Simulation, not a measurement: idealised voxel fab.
This section sets out a process module, namely voxel released beams.
Square cell edge 5 nm, section width 265 nm, ID cut.
A cross-section in this document is a grid of square cells, and it is written down as bands, the top band listed before the ones below it; a band is made up of one or more rows of cells. Look at the band entry: it leads with the top's height and the bottom's height in nm. Then it lists the materials left to right, with a width in nm for each. The word "throughout" on a single material says that material fills the band edge to edge. The word "empty" is empty space. Zero point of the height axis is 0; under it, received wafer = one material. Lowest band: continues down indefinitely, "from 0 down". The notation "30..40" denotes a width that varies across the rows of cells in the band, beginning at the first number in the top row, finishing at the second number in the bottom row, and changing by an identical amount from each row to the next. Step marked "no change"? Then no cell in the cross-section changed in it. Under "Closed void roster" you'll find the enclosed gaps, the ones with no way out to the top, that are 8 cells or bigger; each reads width x height at distance, with distance counted from the left edge, everything in nm. On each step's line, the part that comes after the settings is the simulator's own comment on the step. A step's line can hold "overlay nm"; with a mask on that step, the setting says how far right of the planned place the mask lay, while a negative setting says it lay to the left.

THIS SECTION LISTS THE PROCESS STEPS THAT WERE PLANNED
1 RECEIVE [material Si]
2 CONFORMAL_DEP [material Al2O3] [thk nm 10]
3 DIRECTIONAL_DEP [material SiO2] [thk nm 10]
4 MASKED_ETCH [tone open] [mask id ANCHOR] [width nm 40] [etch materials SiO2] [depth nm 10] [overlay nm 0]
5 CONFORMAL_DEP [material W] [thk nm 15]
6 MASKED_ETCH [tone cover] [mask id BEAM] [width nm 90] [etch materials W] [depth nm 5] [overlay nm 0]
7 STRIP [etch materials SiO2]
Wafer-to-wafer difference: depth nm, step 6. Common start. Plan = first wafer's value.

AS-RECEIVED STATE AFTER STEP 1, FIRST OF SEVERAL WAFERS, CROSS-SECTION
from 0 down | Si throughout
Closed void roster: none

FIRST WAFER OF SEVERAL, CROSS-SECTION, MODULE END, AFTER STEP 7 (LAST)
from 35 to 30 | empty 85 nm, then W 20 nm, then empty 10 nm, then W 60 nm, then empty 90 nm
from 30 to 25 | W 105 nm, then empty 10 nm, then W 150 nm
from 25 to 20 | W throughout
from 20 to 10 | SiO2 90 nm, then W 40 nm, then SiO2 135 nm
from 10 to 0 | Al2O3 throughout
from 0 down | Si throughout
Closed void roster: none

CROSS-SECTION AT MODULE COMPLETION, LAST WAFER
from 35 to 25 | empty 85 nm, then W 20 nm, then empty 10 nm, then W 60 nm, then empty 90 nm
from 25 to 20 | empty 85 nm, then W 90 nm, then empty 90 nm
from 20 to 10 | empty 90 nm, then W 40 nm, then empty 135 nm
from 10 to 0 | Al2O3 throughout
from 0 down | Si throughout
Closed void roster: none

PER WAFER (ROW), END OF MODULE: DELTA IN CELLS PER MATERIAL SINCE RECEIPT, (+) FOR GAINED, (-) FOR LOST; CLOSED VOIDS AFTER THAT
depth nm 5, +106 Al2O3, +90 SiO2, +136 W, Closed void roster: none
depth nm 10, +106 Al2O3, +90 SiO2, +101 W, Closed void roster: none
depth nm 15, +106 Al2O3, +66 W, Closed void roster: none
depth nm 20, +106 Al2O3, +66 W, Closed void roster: none
depth nm 25, +106 Al2O3, +66 W, Closed void roster: none
depth nm 30, +106 Al2O3, +66 W, Closed void roster: none
